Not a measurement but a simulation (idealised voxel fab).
process module | voxel gate over fins
cross-section cut | 180 nm wide | cells 5 nm
A cross-section is a grid of square cells, given in bands from the top down. A band is one or more rows of cells.
Each band's line starts with the height of the band's top and of its bottom, in nm. Then come its materials from left to right, each with its width in nm. One material with "throughout" fills the band from edge to edge. "air" is empty space.
Height 0 is the level under which the wafer as received is all one material. The lowest band goes on downwards, as in "0 down".
A width such as "30 to 40" changes by the same amount from each row of cells to the next, from the band's top row to its bottom row.
"no change" after a step means that no cell of the cross-section changed.
closed voids: empty space of 8 cells or more with no open way to the top, each as width x height at its distance from the left edge, in nm
after a step's settings: what the simulator itself notes on the step
overlay nm, on a step with a mask: how far to the right of its planned place the mask lay; to the left if negative
Each pair below shows a cross-section before one step and the cross-section after it, down to the lowest band that changed. The line under each pair gives the step between them, with its settings. The pairs can come from different runs of this module on the same starting wafer, so a pair continues from the pair above only where its "before" says so.
before
  0 down: Si throughout
  closed voids: none
after
  10 to 0: SiN throughout
  below 0: unchanged
  closed voids: none
the step between: op CONFORMAL_DEP | material SiN | thk nm 10
before: the cross-section after the pair above
after
  10 to 0: air 50 | SiN 15 | air 45 | SiN 15 | air 55
  below 0: unchanged
  closed voids: none
the step between: op MASKED_ETCH | tone cover | mask id FINS | width nm 15 | pitch nm 60 | etch materials SiN | depth nm 10 | overlay nm 0
before: the cross-section after the pair above
after
  10 to 0: air 50 | SiN 15 | air 45 | SiN 15 | air 55
  0 to -35: air 50 | Si 15 | air 45 | Si 15 | air 55
  below -35: unchanged
  closed voids: none
the step between: op MASKED_ETCH | tone cover | mask id FINS | width nm 15 | pitch nm 60 | etch materials Si | depth nm 35 | overlay nm 0
before: the cross-section after the pair above
after
  25 to 10: SiO2 throughout
  10 to 0: SiO2 50 | SiN 15 | SiO2 45 | SiN 15 | SiO2 55
  0 to -35: SiO2 50 | Si 15 | SiO2 45 | Si 15 | SiO2 55
  below -35: unchanged
  closed voids: none
the step between: op FILL_DEP | material SiO2 | thk nm 15
before: the cross-section after the pair above
after
  10 to 0: SiO2 50 | SiN 15 | SiO2 45 | SiN 15 | SiO2 55
  below 0: unchanged
  closed voids: none
the step between: op CMP | height nm 10
before: the cross-section after the pair above
after
  10 to 0: SiO2 50 | SiN 15 | SiO2 15 | air 15 | SiO2 15 | SiN 15 | SiO2 55
  0 to -30: SiO2 50 | Si 15 | SiO2 15 | air 15 | SiO2 15 | Si 15 | SiO2 55
  below -30: unchanged
  closed voids: none
the step between: op MASKED_ETCH | tone open | mask id RAIL | width nm 15 | etch materials SiO2 | depth nm 40 | overlay nm 0
before: the cross-section after the pair above
after
  15 to 10: TiN 85 | air 5 | TiN 90
  10 to 0: SiO2 50 | SiN 15 | SiO2 15 | TiN 5 | air 5 | TiN 5 | SiO2 15 | SiN 15 | SiO2 55
  0 to -25: SiO2 50 | Si 15 | SiO2 15 | TiN 5 | air 5 | TiN 5 | SiO2 15 | Si 15 | SiO2 55
  -25 to -30: SiO2 50 | Si 15 | SiO2 15 | TiN 15 | SiO2 15 | Si 15 | SiO2 55
  below -30: unchanged
  closed voids: none
the step between: op CONFORMAL_DEP | material TiN | thk nm 5
before: the cross-section after the pair above
after
  25 to 15: W throughout
  15 to 10: TiN 85 | W 5 | TiN 90
  10 to 0: SiO2 50 | SiN 15 | SiO2 15 | TiN 5 | W 5 | TiN 5 | SiO2 15 | SiN 15 | SiO2 55
  0 to -25: SiO2 50 | Si 15 | SiO2 15 | TiN 5 | W 5 | TiN 5 | SiO2 15 | Si 15 | SiO2 55
  below -25: unchanged
  closed voids: none
the step between: op FILL_DEP | material W | thk nm 10
before: the cross-section after the pair above
after
  10 to 0: SiO2 50 | SiN 15 | SiO2 15 | TiN 5 | W 5 | TiN 5 | SiO2 15 | SiN 15 | SiO2 55
  below 0: unchanged
  closed voids: none
the step between: op CMP | height nm 10
before: the cross-section after the pair above
after
  10 to 0: SiO2 50 | SiN 15 | SiO2 15 | air 15 | SiO2 15 | SiN 15 | SiO2 55
  0 to -15: SiO2 50 | Si 15 | SiO2 15 | air 15 | SiO2 15 | Si 15 | SiO2 55
  below -15: unchanged
  closed voids: none
the step between: op SELECTIVE_ETCH | etch materials W Ru TiN | depth nm 25
before: the cross-section after the pair above
after
  15 to 10: SiO2 throughout
  10 to 0: SiO2 50 | SiN 15 | SiO2 45 | SiN 15 | SiO2 55
  0 to -15: SiO2 50 | Si 15 | SiO2 45 | Si 15 | SiO2 55
  below -15: unchanged
  closed voids: none
the step between: op FILL_DEP | material SiO2 | thk nm 5
before: the cross-section after the pair above
after
  10 to 0: SiO2 50 | SiN 15 | SiO2 45 | SiN 15 | SiO2 55
  below 0: unchanged
  closed voids: none
the step between: op CMP | height nm 10
before: the cross-section after the pair above
after
  10 to 0: air 50 | SiN 15 | air 45 | SiN 15 | air 55
  0 to -10: air 50 | Si 15 | air 45 | Si 15 | air 55
  below -10: unchanged
  closed voids: none
the step between: op SELECTIVE_ETCH | etch materials SiO2 | depth nm 20
before: the cross-section after the pair above
after
  0 to -10: air 50 | Si 15 | air 45 | Si 15 | air 55
  below -10: unchanged
  closed voids: none
the step between: op STRIP | etch materials SiN
before: the cross-section after the pair above
after
  5 to 0: air 45 | HfO2 25 | air 35 | HfO2 25 | air 50
  0 to -5: air 45 | HfO2 5 | Si 15 | HfO2 5 | air 35 | HfO2 5 | Si 15 | HfO2 5 | air 50
  -5 to -10: HfO2 50 | Si 15 | HfO2 45 | Si 15 | HfO2 55
  below -10: unchanged
  closed voids: none
the step between: op CONFORMAL_DEP | material HfO2 | thk nm 5
before: the cross-section after the pair above
after
  10 to 5: air 40 | TiN 35 | air 25 | TiN 35 | air 45
  5 to 0: air 40 | TiN 5 | HfO2 25 | TiN 5 | air 25 | TiN 5 | HfO2 25 | TiN 5 | air 45
  0 to -5: TiN 45 | HfO2 5 | Si 15 | HfO2 5 | TiN 35 | HfO2 5 | Si 15 | HfO2 5 | TiN 50
  below -5: unchanged
  closed voids: none
the step between: op CONFORMAL_DEP | material TiN | thk nm 5
before: the cross-section after the pair above
after
  20 to 10: W throughout
  10 to 5: W 40 | TiN 35 | W 25 | TiN 35 | W 45
  5 to 0: W 40 | TiN 5 | HfO2 25 | TiN 5 | W 25 | TiN 5 | HfO2 25 | TiN 5 | W 45
  below 0: unchanged
  closed voids: none
the step between: op FILL_DEP | material W | thk nm 10
before: the cross-section after the pair above
after
  15 to 10: W throughout
  below 10: unchanged
  closed voids: none
the step between: op CMP | height nm 15
before: the cross-section after the pair above
after
  25 to 15: SiCN throughout
  below 15: unchanged
  closed voids: none
the step between: op CONFORMAL_DEP | material SiCN | thk nm 10
before
  0 to -10: air 50 | Si 15 | air 45 | Si 15 | air 55
  -10 to -15: SiO2 50 | Si 15 | SiO2 45 | Si 15 | SiO2 55
  -15 to -25: SiO2 50 | Si 15 | SiO2 15 | TiN 5 | W 5 | TiN 5 | SiO2 15 | Si 15 | SiO2 55
  -25 to -30: SiO2 50 | Si 15 | SiO2 15 | TiN 15 | SiO2 15 | Si 15 | SiO2 55
  -30 to -35: SiO2 50 | Si 15 | SiO2 45 | Si 15 | SiO2 55
  -35 down: Si throughout
  closed voids: none
after
  5 to 0: air 45 | TiN 25 | air 35 | TiN 25 | air 50
  0 to -5: air 45 | TiN 5 | Si 15 | TiN 5 | air 35 | TiN 5 | Si 15 | TiN 5 | air 50
  -5 to -10: TiN 50 | Si 15 | TiN 45 | Si 15 | TiN 55
  below -10: unchanged
  closed voids: none
the step between: op CONFORMAL_DEP | material TiN | thk nm 5
before: the cross-section after the pair above
after
  15 to 5: W throughout
  5 to 0: W 45 | TiN 25 | W 35 | TiN 25 | W 50
  0 to -5: W 45 | TiN 5 | Si 15 | TiN 5 | W 35 | TiN 5 | Si 15 | TiN 5 | W 50
  below -5: unchanged
  closed voids: none
the step between: op FILL_DEP | material W | thk nm 10
before: the cross-section after the pair above
after
  25 to 15: SiCN throughout
  below 15: unchanged
  closed voids: none
the step between: op CONFORMAL_DEP | material SiCN | thk nm 10
before
  10 to 0: air 50 | SiN 15 | air 45 | SiN 15 | air 55
  0 to -35: air 50 | Si 15 | air 45 | Si 15 | air 55
  -35 down: Si throughout
  closed voids: none
after
  10 to 0: air 50 | SiN 15 | air 45 | SiN 15 | air 55
  0 to -70: air 50 | Si 15 | air 45 | Si 15 | air 55
  below -70: unchanged
  closed voids: none
the step between: op MASKED_ETCH | tone cover | mask id FINS | width nm 15 | pitch nm 60 | etch materials Si | depth nm 35 | overlay nm 0
before: the cross-section after the pair above
after
  25 to 10: SiO2 throughout
  10 to 0: SiO2 50 | SiN 15 | SiO2 45 | SiN 15 | SiO2 55
  0 to -70: SiO2 50 | Si 15 | SiO2 45 | Si 15 | SiO2 55
  below -70: unchanged
  closed voids: none
the step between: op FILL_DEP | material SiO2 | thk nm 15
before: the cross-section after the pair above
after
  10 to 0: SiO2 50 | SiN 15 | SiO2 45 | SiN 15 | SiO2 55
  below 0: unchanged
  closed voids: none
the step between: op CMP | height nm 10
before: the cross-section after the pair above
after
  10 to 0: SiO2 50 | SiN 15 | SiO2 15 | air 15 | SiO2 15 | SiN 15 | SiO2 55
  0 to -30: SiO2 50 | Si 15 | SiO2 15 | air 15 | SiO2 15 | Si 15 | SiO2 55
  below -30: unchanged
  closed voids: none
the step between: op MASKED_ETCH | tone open | mask id RAIL | width nm 15 | etch materials SiO2 | depth nm 40 | overlay nm 0
before: the cross-section after the pair above
after
  15 to 10: TiN 85 | air 5 | TiN 90
  10 to 0: SiO2 50 | SiN 15 | SiO2 15 | TiN 5 | air 5 | TiN 5 | SiO2 15 | SiN 15 | SiO2 55
  0 to -25: SiO2 50 | Si 15 | SiO2 15 | TiN 5 | air 5 | TiN 5 | SiO2 15 | Si 15 | SiO2 55
  -25 to -30: SiO2 50 | Si 15 | SiO2 15 | TiN 15 | SiO2 15 | Si 15 | SiO2 55
  below -30: unchanged
  closed voids: none
the step between: op CONFORMAL_DEP | material TiN | thk nm 5
before: the cross-section after the pair above
after
  25 to 15: W throughout
  15 to 10: TiN 85 | W 5 | TiN 90
  10 to 0: SiO2 50 | SiN 15 | SiO2 15 | TiN 5 | W 5 | TiN 5 | SiO2 15 | SiN 15 | SiO2 55
  0 to -25: SiO2 50 | Si 15 | SiO2 15 | TiN 5 | W 5 | TiN 5 | SiO2 15 | Si 15 | SiO2 55
  below -25: unchanged
  closed voids: none
the step between: op FILL_DEP | material W | thk nm 10
before: the cross-section after the pair above
after
  10 to 0: SiO2 50 | SiN 15 | SiO2 15 | TiN 5 | W 5 | TiN 5 | SiO2 15 | SiN 15 | SiO2 55
  below 0: unchanged
  closed voids: none
the step between: op CMP | height nm 10
before: the cross-section after the pair above
after
  10 to 0: SiO2 50 | SiN 15 | SiO2 15 | air 15 | SiO2 15 | SiN 15 | SiO2 55
  0 to -15: SiO2 50 | Si 15 | SiO2 15 | air 15 | SiO2 15 | Si 15 | SiO2 55
  below -15: unchanged
  closed voids: none
the step between: op SELECTIVE_ETCH | etch materials W Ru TiN | depth nm 25
before: the cross-section after the pair above
after
  15 to 10: SiO2 throughout
  10 to 0: SiO2 50 | SiN 15 | SiO2 45 | SiN 15 | SiO2 55
  0 to -15: SiO2 50 | Si 15 | SiO2 45 | Si 15 | SiO2 55
  below -15: unchanged
  closed voids: none
the step between: op FILL_DEP | material SiO2 | thk nm 5
before: the cross-section after the pair above
after
  10 to 0: SiO2 50 | SiN 15 | SiO2 45 | SiN 15 | SiO2 55
  below 0: unchanged
  closed voids: none
the step between: op CMP | height nm 10
before: the cross-section after the pair above
after
  10 to 0: air 50 | SiN 15 | air 45 | SiN 15 | air 55
  0 to -10: air 50 | Si 15 | air 45 | Si 15 | air 55
  below -10: unchanged
  closed voids: none
the step between: op SELECTIVE_ETCH | etch materials SiO2 | depth nm 20
before: the cross-section after the pair above
after
  0 to -10: air 50 | Si 15 | air 45 | Si 15 | air 55
  below -10: unchanged
  closed voids: none
the step between: op STRIP | etch materials SiN
before: the cross-section after the pair above
after
  5 to 0: air 45 | HfO2 25 | air 35 | HfO2 25 | air 50
  0 to -5: air 45 | HfO2 5 | Si 15 | HfO2 5 | air 35 | HfO2 5 | Si 15 | HfO2 5 | air 50
  -5 to -10: HfO2 50 | Si 15 | HfO2 45 | Si 15 | HfO2 55
  below -10: unchanged
  closed voids: none
the step between: op CONFORMAL_DEP | material HfO2 | thk nm 5
before: the cross-section after the pair above
after
  10 to 5: air 40 | TiN 35 | air 25 | TiN 35 | air 45
  5 to 0: air 40 | TiN 5 | HfO2 25 | TiN 5 | air 25 | TiN 5 | HfO2 25 | TiN 5 | air 45
  0 to -5: TiN 45 | HfO2 5 | Si 15 | HfO2 5 | TiN 35 | HfO2 5 | Si 15 | HfO2 5 | TiN 50
  below -5: unchanged
  closed voids: none
the step between: op CONFORMAL_DEP | material TiN | thk nm 5
before: the cross-section after the pair above
after
  20 to 10: W throughout
  10 to 5: W 40 | TiN 35 | W 25 | TiN 35 | W 45
  5 to 0: W 40 | TiN 5 | HfO2 25 | TiN 5 | W 25 | TiN 5 | HfO2 25 | TiN 5 | W 45
  below 0: unchanged
  closed voids: none
the step between: op FILL_DEP | material W | thk nm 10
before: the cross-section after the pair above
after
  15 to 10: W throughout
  below 10: unchanged
  closed voids: none
the step between: op CMP | height nm 15
before: the cross-section after the pair above
after
  25 to 15: SiCN throughout
  below 15: unchanged
  closed voids: none
the step between: op CONFORMAL_DEP | material SiCN | thk nm 10
before
  10 to 0: SiO2 50 | SiN 15 | SiO2 45 | SiN 15 | SiO2 55
  0 to -15: SiO2 50 | Si 15 | SiO2 45 | Si 15 | SiO2 55
  -15 to -25: SiO2 50 | Si 15 | SiO2 15 | TiN 5 | W 5 | TiN 5 | SiO2 15 | Si 15 | SiO2 55
  -25 to -30: SiO2 50 | Si 15 | SiO2 15 | TiN 15 | SiO2 15 | Si 15 | SiO2 55
  -30 to -35: SiO2 50 | Si 15 | SiO2 45 | Si 15 | SiO2 55
  -35 down: Si throughout
  closed voids: none
after
  10 to 0: SiO2 50 | air 15 | SiO2 45 | air 15 | SiO2 55
  below 0: unchanged
  closed voids: none
the step between: op STRIP | etch materials SiN
before: the cross-section after the pair above
after
  0 to -10: air 50 | Si 15 | air 45 | Si 15 | air 55
  -10 to -15: SiO2 30 | air 20 | Si 15 | air 20 | SiO2 5 | air 20 | Si 15 | air 20 | SiO2 35
  -15 to -20: SiO2 30 | air 20 | Si 15 | air 15 | TiN 5 | W 5 | TiN 5 | air 15 | Si 15 | air 20 | SiO2 35
  below -20: unchanged
  closed voids: none
the step between: op SELECTIVE_ETCH | etch materials SiO2 | depth nm 20
before: the cross-section after the pair above
after
  5 to 0: air 45 | HfO2 25 | air 35 | HfO2 25 | air 50
  0 to -5: air 45 | HfO2 5 | Si 15 | HfO2 5 | air 35 | HfO2 5 | Si 15 | HfO2 5 | air 50
  -5 to -10: HfO2 35 | air 10 | HfO2 5 | Si 15 | HfO2 5 | air 10 | HfO2 15 | air 10 | HfO2 5 | Si 15 | HfO2 5 | air 10 | HfO2 40
  -10 to -15: SiO2 30 | HfO2 5 | air 10 | HfO2 5 | Si 15 | HfO2 5 | air 5 | HfO2 10 | SiO2 5 | HfO2 10 | air 5 | HfO2 5 | Si 15 | HfO2 5 | air 10 | HfO2 5 | SiO2 35
  -15 to -20: SiO2 30 | HfO2 20 | Si 15 | HfO2 15 | TiN 5 | W 5 | TiN 5 | HfO2 15 | Si 15 | HfO2 20 | SiO2 35
  below -20: unchanged
  closed voids: none
the step between: op CONFORMAL_DEP | material HfO2 | thk nm 5
before: the cross-section after the pair above
after
  10 to 5: air 40 | TiN 35 | air 25 | TiN 35 | air 45
  5 to 0: air 40 | TiN 5 | HfO2 25 | TiN 5 | air 25 | TiN 5 | HfO2 25 | TiN 5 | air 45
  0 to -5: TiN 45 | HfO2 5 | Si 15 | HfO2 5 | TiN 35 | HfO2 5 | Si 15 | HfO2 5 | TiN 50
  -5 to -10: HfO2 35 | TiN 10 | HfO2 5 | Si 15 | HfO2 5 | TiN 10 | HfO2 15 | TiN 10 | HfO2 5 | Si 15 | HfO2 5 | TiN 10 | HfO2 40
  -10 to -15: SiO2 30 | HfO2 5 | TiN 10 | HfO2 5 | Si 15 | HfO2 5 | TiN 5 | HfO2 10 | SiO2 5 | HfO2 10 | TiN 5 | HfO2 5 | Si 15 | HfO2 5 | TiN 10 | HfO2 5 | SiO2 35
  below -15: unchanged
  closed voids: none
the step between: op CONFORMAL_DEP | material TiN | thk nm 5
before: the cross-section after the pair above
after
  20 to 10: W throughout
  10 to 5: W 40 | TiN 35 | W 25 | TiN 35 | W 45
  5 to 0: W 40 | TiN 5 | HfO2 25 | TiN 5 | W 25 | TiN 5 | HfO2 25 | TiN 5 | W 45
  below 0: unchanged
  closed voids: none
the step between: op FILL_DEP | material W | thk nm 10
before: the cross-section after the pair above
after
  15 to 10: W throughout
  below 10: unchanged
  closed voids: none
the step between: op CMP | height nm 15
before: the cross-section after the pair above
after
  25 to 15: SiCN throughout
  below 15: unchanged
  closed voids: none
the step between: op CONFORMAL_DEP | material SiCN | thk nm 10
before
  10 to 0: SiO2 50 | SiN 15 | SiO2 45 | SiN 15 | SiO2 55
  0 to -15: SiO2 50 | Si 15 | SiO2 45 | Si 15 | SiO2 55
  -15 to -25: SiO2 50 | Si 15 | SiO2 15 | TiN 5 | W 5 | TiN 5 | SiO2 15 | Si 15 | SiO2 55
  -25 to -30: SiO2 50 | Si 15 | SiO2 15 | TiN 15 | SiO2 15 | Si 15 | SiO2 55
  -30 to -35: SiO2 50 | Si 15 | SiO2 45 | Si 15 | SiO2 55
  -35 down: Si throughout
  closed voids: none
after
  10 to 0: air 50 | SiN 15 | air 45 | SiN 15 | air 55
  below 0: unchanged
  closed voids: none
the step between: op SELECTIVE_ETCH | etch materials SiO2 | depth nm 10
before: the cross-section after the pair above
after
  0 to -15: SiO2 50 | Si 15 | SiO2 45 | Si 15 | SiO2 55
  below -15: unchanged
  closed voids: none
the step between: op STRIP | etch materials SiN
before: the cross-section after the pair above
after
  5 to 0: HfO2 throughout
  below 0: unchanged
  closed voids: none
the step between: op CONFORMAL_DEP | material HfO2 | thk nm 5
before: the cross-section after the pair above
after
  10 to 5: TiN throughout
  below 5: unchanged
  closed voids: none
the step between: op CONFORMAL_DEP | material TiN | thk nm 5
before: the cross-section after the pair above
after
  20 to 10: W throughout
  below 10: unchanged
  closed voids: none
the step between: op FILL_DEP | material W | thk nm 10
before: the cross-section after the pair above
after
  15 to 10: W throughout
  below 10: unchanged
  closed voids: none
the step between: op CMP | height nm 15
before: the cross-section after the pair above
after
  25 to 15: SiCN throughout
  below 15: unchanged
  closed voids: none
the step between: op CONFORMAL_DEP | material SiCN | thk nm 10
before
  10 to 0: SiO2 50 | SiN 15 | SiO2 45 | SiN 15 | SiO2 55
  0 to -35: SiO2 50 | Si 15 | SiO2 45 | Si 15 | SiO2 55
  -35 down: Si throughout
  closed voids: none
after
  10 to 0: SiO2 50 | SiN 15 | SiO2 15 | air 20 | SiO2 10 | SiN 15 | SiO2 55
  0 to -30: SiO2 50 | Si 15 | SiO2 15 | air 20 | SiO2 10 | Si 15 | SiO2 55
  below -30: unchanged
  closed voids: none
the step between: op MASKED_ETCH | tone open | mask id RAIL | width nm 20 | etch materials SiO2 | depth nm 40 | overlay nm 0
before: the cross-section after the pair above
after
  15 to 10: TiN 85 | air 10 | TiN 85
  10 to 0: SiO2 50 | SiN 15 | SiO2 15 | TiN 5 | air 10 | TiN 5 | SiO2 10 | SiN 15 | SiO2 55
  0 to -25: SiO2 50 | Si 15 | SiO2 15 | TiN 5 | air 10 | TiN 5 | SiO2 10 | Si 15 | SiO2 55
  -25 to -30: SiO2 50 | Si 15 | SiO2 15 | TiN 20 | SiO2 10 | Si 15 | SiO2 55
  below -30: unchanged
  closed voids: none
the step between: op CONFORMAL_DEP | material TiN | thk nm 5
before: the cross-section after the pair above
after
  25 to 15: W throughout
  15 to 10: TiN 85 | W 10 | TiN 85
  10 to 0: SiO2 50 | SiN 15 | SiO2 15 | TiN 5 | W 10 | TiN 5 | SiO2 10 | SiN 15 | SiO2 55
  0 to -25: SiO2 50 | Si 15 | SiO2 15 | TiN 5 | W 10 | TiN 5 | SiO2 10 | Si 15 | SiO2 55
  below -25: unchanged
  closed voids: none
the step between: op FILL_DEP | material W | thk nm 10
before: the cross-section after the pair above
after
  10 to 0: SiO2 50 | SiN 15 | SiO2 15 | TiN 5 | W 10 | TiN 5 | SiO2 10 | SiN 15 | SiO2 55
  below 0: unchanged
  closed voids: none
the step between: op CMP | height nm 10
before: the cross-section after the pair above
after
  10 to 0: SiO2 50 | SiN 15 | SiO2 15 | air 20 | SiO2 10 | SiN 15 | SiO2 55
  0 to -15: SiO2 50 | Si 15 | SiO2 15 | air 20 | SiO2 10 | Si 15 | SiO2 55
  below -15: unchanged
  closed voids: none
the step between: op SELECTIVE_ETCH | etch materials W Ru TiN | depth nm 25
before: the cross-section after the pair above
after
  15 to 10: SiO2 throughout
  10 to 0: SiO2 50 | SiN 15 | SiO2 45 | SiN 15 | SiO2 55
  0 to -15: SiO2 50 | Si 15 | SiO2 45 | Si 15 | SiO2 55
  below -15: unchanged
  closed voids: none
the step between: op FILL_DEP | material SiO2 | thk nm 5
before: the cross-section after the pair above
after
  10 to 0: SiO2 50 | SiN 15 | SiO2 45 | SiN 15 | SiO2 55
  below 0: unchanged
  closed voids: none
the step between: op CMP | height nm 10
before: the cross-section after the pair above
after
  10 to 0: air 50 | SiN 15 | air 45 | SiN 15 | air 55
  0 to -10: air 50 | Si 15 | air 45 | Si 15 | air 55
  below -10: unchanged
  closed voids: none
the step between: op SELECTIVE_ETCH | etch materials SiO2 | depth nm 20
before: the cross-section after the pair above
after
  0 to -10: air 50 | Si 15 | air 45 | Si 15 | air 55
  below -10: unchanged
  closed voids: none
the step between: op STRIP | etch materials SiN
before: the cross-section after the pair above
after
  5 to 0: air 45 | HfO2 25 | air 35 | HfO2 25 | air 50
  0 to -5: air 45 | HfO2 5 | Si 15 | HfO2 5 | air 35 | HfO2 5 | Si 15 | HfO2 5 | air 50
  -5 to -10: HfO2 50 | Si 15 | HfO2 45 | Si 15 | HfO2 55
  below -10: unchanged
  closed voids: none
the step between: op CONFORMAL_DEP | material HfO2 | thk nm 5
before: the cross-section after the pair above
after
  10 to 5: air 40 | TiN 35 | air 25 | TiN 35 | air 45
  5 to 0: air 40 | TiN 5 | HfO2 25 | TiN 5 | air 25 | TiN 5 | HfO2 25 | TiN 5 | air 45
  0 to -5: TiN 45 | HfO2 5 | Si 15 | HfO2 5 | TiN 35 | HfO2 5 | Si 15 | HfO2 5 | TiN 50
  below -5: unchanged
  closed voids: none
the step between: op CONFORMAL_DEP | material TiN | thk nm 5
before: the cross-section after the pair above
after
  20 to 10: W throughout
  10 to 5: W 40 | TiN 35 | W 25 | TiN 35 | W 45
  5 to 0: W 40 | TiN 5 | HfO2 25 | TiN 5 | W 25 | TiN 5 | HfO2 25 | TiN 5 | W 45
  below 0: unchanged
  closed voids: none
the step between: op FILL_DEP | material W | thk nm 10
before: the cross-section after the pair above
after
  15 to 10: W throughout
  below 10: unchanged
  closed voids: none
the step between: op CMP | height nm 15
before: the cross-section after the pair above
after
  25 to 15: SiCN throughout
  below 15: unchanged
  closed voids: none
the step between: op CONFORMAL_DEP | material SiCN | thk nm 10
before
  10 to 0: SiO2 50 | SiN 15 | SiO2 45 | SiN 15 | SiO2 55
  0 to -35: SiO2 50 | Si 15 | SiO2 45 | Si 15 | SiO2 55
  -35 down: Si throughout
  closed voids: none
after
  10 to 0: SiO2 50 | SiN 15 | SiO2 20 | air 15 | SiO2 10 | SiN 15 | SiO2 55
  0 to -30: SiO2 50 | Si 15 | SiO2 20 | air 15 | SiO2 10 | Si 15 | SiO2 55
  below -30: unchanged
  closed voids: none
the step between: op MASKED_ETCH | tone open | mask id RAIL | width nm 15 | etch materials SiO2 | depth nm 40 | overlay nm 5
before: the cross-section after the pair above
after
  15 to 10: TiN 90 | air 5 | TiN 85
  10 to 0: SiO2 50 | SiN 15 | SiO2 20 | TiN 5 | air 5 | TiN 5 | SiO2 10 | SiN 15 | SiO2 55
  0 to -25: SiO2 50 | Si 15 | SiO2 20 | TiN 5 | air 5 | TiN 5 | SiO2 10 | Si 15 | SiO2 55
  -25 to -30: SiO2 50 | Si 15 | SiO2 20 | TiN 15 | SiO2 10 | Si 15 | SiO2 55
  below -30: unchanged
  closed voids: none
the step between: op CONFORMAL_DEP | material TiN | thk nm 5
before: the cross-section after the pair above
after
  25 to 15: W throughout
  15 to 10: TiN 90 | W 5 | TiN 85
  10 to 0: SiO2 50 | SiN 15 | SiO2 20 | TiN 5 | W 5 | TiN 5 | SiO2 10 | SiN 15 | SiO2 55
  0 to -25: SiO2 50 | Si 15 | SiO2 20 | TiN 5 | W 5 | TiN 5 | SiO2 10 | Si 15 | SiO2 55
  below -25: unchanged
  closed voids: none
the step between: op FILL_DEP | material W | thk nm 10
before: the cross-section after the pair above
after
  10 to 0: SiO2 50 | SiN 15 | SiO2 20 | TiN 5 | W 5 | TiN 5 | SiO2 10 | SiN 15 | SiO2 55
  below 0: unchanged
  closed voids: none
the step between: op CMP | height nm 10
before: the cross-section after the pair above
after
  10 to 0: SiO2 50 | SiN 15 | SiO2 20 | air 15 | SiO2 10 | SiN 15 | SiO2 55
  0 to -15: SiO2 50 | Si 15 | SiO2 20 | air 15 | SiO2 10 | Si 15 | SiO2 55
  below -15: unchanged
  closed voids: none
the step between: op SELECTIVE_ETCH | etch materials W Ru TiN | depth nm 25
before: the cross-section after the pair above
after
  15 to 10: SiO2 throughout
  10 to 0: SiO2 50 | SiN 15 | SiO2 45 | SiN 15 | SiO2 55
  0 to -15: SiO2 50 | Si 15 | SiO2 45 | Si 15 | SiO2 55
  below -15: unchanged
  closed voids: none
the step between: op FILL_DEP | material SiO2 | thk nm 5
before: the cross-section after the pair above
after
  10 to 0: SiO2 50 | SiN 15 | SiO2 45 | SiN 15 | SiO2 55
  below 0: unchanged
  closed voids: none
the step between: op CMP | height nm 10
before: the cross-section after the pair above
after
  10 to 0: air 50 | SiN 15 | air 45 | SiN 15 | air 55
  0 to -10: air 50 | Si 15 | air 45 | Si 15 | air 55
  below -10: unchanged
  closed voids: none
the step between: op SELECTIVE_ETCH | etch materials SiO2 | depth nm 20
before: the cross-section after the pair above
after
  0 to -10: air 50 | Si 15 | air 45 | Si 15 | air 55
  below -10: unchanged
  closed voids: none
the step between: op STRIP | etch materials SiN
before: the cross-section after the pair above
after
  5 to 0: air 45 | HfO2 25 | air 35 | HfO2 25 | air 50
  0 to -5: air 45 | HfO2 5 | Si 15 | HfO2 5 | air 35 | HfO2 5 | Si 15 | HfO2 5 | air 50
  -5 to -10: HfO2 50 | Si 15 | HfO2 45 | Si 15 | HfO2 55
  below -10: unchanged
  closed voids: none
the step between: op CONFORMAL_DEP | material HfO2 | thk nm 5
before: the cross-section after the pair above
after
  10 to 5: air 40 | TiN 35 | air 25 | TiN 35 | air 45
  5 to 0: air 40 | TiN 5 | HfO2 25 | TiN 5 | air 25 | TiN 5 | HfO2 25 | TiN 5 | air 45
  0 to -5: TiN 45 | HfO2 5 | Si 15 | HfO2 5 | TiN 35 | HfO2 5 | Si 15 | HfO2 5 | TiN 50
  below -5: unchanged
  closed voids: none
the step between: op CONFORMAL_DEP | material TiN | thk nm 5
before: the cross-section after the pair above
after
  20 to 10: W throughout
  10 to 5: W 40 | TiN 35 | W 25 | TiN 35 | W 45
  5 to 0: W 40 | TiN 5 | HfO2 25 | TiN 5 | W 25 | TiN 5 | HfO2 25 | TiN 5 | W 45
  below 0: unchanged
  closed voids: none
the step between: op FILL_DEP | material W | thk nm 10
before: the cross-section after the pair above
after
  15 to 10: W throughout
  below 10: unchanged
  closed voids: none
the step between: op CMP | height nm 15
before: the cross-section after the pair above
after
  25 to 15: SiCN throughout
  below 15: unchanged
  closed voids: none
the step between: op CONFORMAL_DEP | material SiCN | thk nm 10
before
  0 to -10: air 50 | Si 15 | air 45 | Si 15 | air 55
  -10 to -15: SiO2 50 | Si 15 | SiO2 45 | Si 15 | SiO2 55
  -15 to -25: SiO2 50 | Si 15 | SiO2 15 | TiN 5 | W 5 | TiN 5 | SiO2 15 | Si 15 | SiO2 55
  -25 to -30: SiO2 50 | Si 15 | SiO2 15 | TiN 15 | SiO2 15 | Si 15 | SiO2 55
  -30 to -35: SiO2 50 | Si 15 | SiO2 45 | Si 15 | SiO2 55
  -35 down: Si throughout
  closed voids: none
after
  5 to 0: air 45 | SiO2 25 | air 35 | SiO2 25 | air 50
  0 to -5: air 45 | SiO2 5 | Si 15 | SiO2 5 | air 35 | SiO2 5 | Si 15 | SiO2 5 | air 50
  -5 to -15: SiO2 50 | Si 15 | SiO2 45 | Si 15 | SiO2 55
  below -15: unchanged
  closed voids: none
the step between: op CONFORMAL_DEP | material SiO2 | thk nm 5
before: the cross-section after the pair above
after
  10 to 5: air 40 | TiN 35 | air 25 | TiN 35 | air 45
  5 to 0: air 40 | TiN 5 | SiO2 25 | TiN 5 | air 25 | TiN 5 | SiO2 25 | TiN 5 | air 45
  0 to -5: TiN 45 | SiO2 5 | Si 15 | SiO2 5 | TiN 35 | SiO2 5 | Si 15 | SiO2 5 | TiN 50
  below -5: unchanged
  closed voids: none
the step between: op CONFORMAL_DEP | material TiN | thk nm 5
before: the cross-section after the pair above
after
  20 to 10: W throughout
  10 to 5: W 40 | TiN 35 | W 25 | TiN 35 | W 45
  5 to 0: W 40 | TiN 5 | SiO2 25 | TiN 5 | W 25 | TiN 5 | SiO2 25 | TiN 5 | W 45
  below 0: unchanged
  closed voids: none
the step between: op FILL_DEP | material W | thk nm 10
before: the cross-section after the pair above
after
  15 to 10: W throughout
  below 10: unchanged
  closed voids: none
the step between: op CMP | height nm 15
before: the cross-section after the pair above
after
  25 to 15: SiCN throughout
  below 15: unchanged
  closed voids: none
the step between: op CONFORMAL_DEP | material SiCN | thk nm 10
